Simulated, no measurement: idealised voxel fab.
process module | voxel ribs on slabs
cross-section cut | 145 nm wide | cells 5 nm
A cross-section is a grid of square cells, given in bands from the top down. A band is one or more rows of cells.
Each band's line starts with the height of the band's top and of its bottom, in nm. Then come its materials from left to right, each with its width in nm. One material with "throughout" fills the band from edge to edge. "air" is empty space.
Height 0 is the level under which the wafer as received is all one material. The lowest band goes on downwards, as in "0 down".
A width such as "30 to 40" changes by the same amount from each row of cells to the next, from the band's top row to its bottom row.
"no change" after a step means that no cell of the cross-section changed.
closed voids: empty space of 8 cells or more with no open way to the top, each as width x height at its distance from the left edge, in nm
after a step's settings: what the simulator itself notes on the step
overlay nm, on a step with a mask: how far to the right of its planned place the mask lay; to the left if negative
plan
1 op RECEIVE | material Si
2 op DIRECTIONAL_DEP | material SiO2 | thk nm 25
3 op DIRECTIONAL_DEP | material polySi | thk nm 15
4 op DIRECTIONAL_DEP | material aC | thk nm 10
5 op PATTERN | tone cover | mask id RIB | material resist | width nm 15 | thk nm 30 | overlay nm 0
6 op DIRECTIONAL_ETCH | etch materials aC | depth nm 10
7 op STRIP | etch materials resist
8 op DIRECTIONAL_ETCH | etch materials polySi | depth nm 10
9 op STRIP | etch materials aC
10 op MASKED_ETCH | tone cover | mask id SLAB | width nm 55 | etch materials polySi | depth nm 5 | overlay nm 0
11 op FILL_DEP | material SiO2 | thk nm 25
12 op CMP | height nm 55
13 op DIRECTIONAL_DEP | material TiN | thk nm 10
14 op PATTERN | tone cover | mask id HEATER | material resist | width nm 25 | thk nm 20 | overlay nm -15
15 op DIRECTIONAL_ETCH | etch materials TiN | depth nm 10
16 op STRIP | etch materials resist
17 op CONFORMAL_DEP | material SiO2 | thk nm 5
varied across the wafers: overlay nm of step 14. The plan shows the first wafer's value. All wafers start alike
first wafer as received, after step 1
  0 down: Si throughout
  closed voids: none
each wafer at the end: cells of each material gained (+) or lost (-) since it was received, then its closed voids
overlay nm -15 | +335 SiO2 | +10 TiN | +17 polySi | closed voids: none
overlay nm -10 | +335 SiO2 | +10 TiN | +17 polySi | closed voids: none
overlay nm -5 | +335 SiO2 | +10 TiN | +17 polySi | closed voids: none
overlay nm 0 | +335 SiO2 | +10 TiN | +17 polySi | closed voids: none
overlay nm 5 | +335 SiO2 | +10 TiN | +17 polySi | closed voids: none
overlay nm 10 | +335 SiO2 | +10 TiN | +17 polySi | closed voids: none
overlay nm 15 | +335 SiO2 | +10 TiN | +17 polySi | closed voids: none
